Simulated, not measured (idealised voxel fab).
Process module name: voxel self aligned contacts
Square cells of 5 nm make up the cross-section cut, whose width is 225 nm.
A cross-section is written here as square cells arranged in a grid, and it is given in bands from the top down, each band taking up one or more rows of cells.
This entry defines a band. It first specifies the height of the band's top and the height of its bottom in nm, and then specifies the band's materials from left to right, stating each material with its width in nm. The word "full width" identifies a single material that fills the band from edge to edge, while the word "blank" identifies empty space.
Heights are reckoned from 0. Under this level, the received wafer is all of one material. The bottommost band is open-ended downward, for example "top 0, no bottom".
Width spec "30 to 40" -> top row of cells at first value, bottom row at second value, equal per-row change in between.
"identical to before" (step): cross-section cells unchanged, all of them.
Any empty space of 8 cells or more lacking an open way to the top shows up in "Internal closed voids" as width x height at distance, distance from the left edge, in nm.
Formally, on a step line, whatever follows the settings is a remark that the simulator itself makes on the step.
A step's line can hold "overlay nm"; with a mask on that step, the setting says how far right of the planned place the mask lay, while a negative setting says it lay to the left.

This section lists the process steps that were planned:
step 1: RECEIVE [material Si]
step 2: CONFORMAL_DEP [material SiO2] [thk nm 5]
step 3: DIRECTIONAL_DEP [material polySi] [thk nm 30]
step 4: DIRECTIONAL_DEP [material SiN] [thk nm 15]
step 5: DIRECTIONAL_DEP [material aC] [thk nm 15]
step 6: PATTERN [tone cover] [mask id GATE] [material resist] [width nm 30] [pitch nm 65] [thk nm 35] [overlay nm 0]
step 7: DIRECTIONAL_ETCH [etch materials aC] [depth nm 15]
step 8: STRIP [etch materials resist]
step 9: DIRECTIONAL_ETCH [etch materials SiN] [depth nm 15]
step 10: DIRECTIONAL_ETCH [etch materials polySi] [depth nm 30]
step 11: STRIP [etch materials aC]
step 12: CONFORMAL_DEP [material SiN] [thk nm 5]
step 13: DIRECTIONAL_ETCH [etch materials SiN] [depth nm 5]
step 14: FILL_DEP [material SiO2] [thk nm 15]
step 15: CMP [height nm 55]
step 16: MASKED_ETCH [tone open] [mask id CONTACT] [width nm 45] [etch materials SiO2] [depth nm 55] [overlay nm 0]
step 17: CONFORMAL_DEP [material TiN] [thk nm 5]
step 18: FILL_DEP [material W] [thk nm 5]
step 19: CMP [height nm 55]
step 20: CONFORMAL_DEP [material SiN] [thk nm 5]

The cross-section here shows the wafer as received, i.e. in its state after step 1:
> top 0, no bottom = Si full width
> Internal closed voids: none

Result of the module, cross-sectioned: start per above, plan per above, one error in how it was run:
> top 60, bottom 55 = SiN full width
> top 55, bottom 45 = 90 nm SiO2, 5 to 10 nm TiN, 35 to 25 nm W, 5 to 10 nm TiN, 90 nm SiO2
> top 45, bottom 35 = 65 nm SiO2, 30 nm SiN, 5 nm TiN, 25 nm W, 5 nm TiN, 30 nm SiN, 65 nm SiO2
> top 35, bottom 5 = 65 nm SiO2, 30 nm polySi, 5 nm TiN, 25 nm W, 5 nm TiN, 30 nm polySi, 65 nm SiO2
> top 5, bottom 0 = 95 nm SiO2, 35 nm TiN, 95 nm SiO2
> top 0, no bottom = Si full width
> Internal closed voids: none
Finding, execution versus plan: plan step 12 skipped
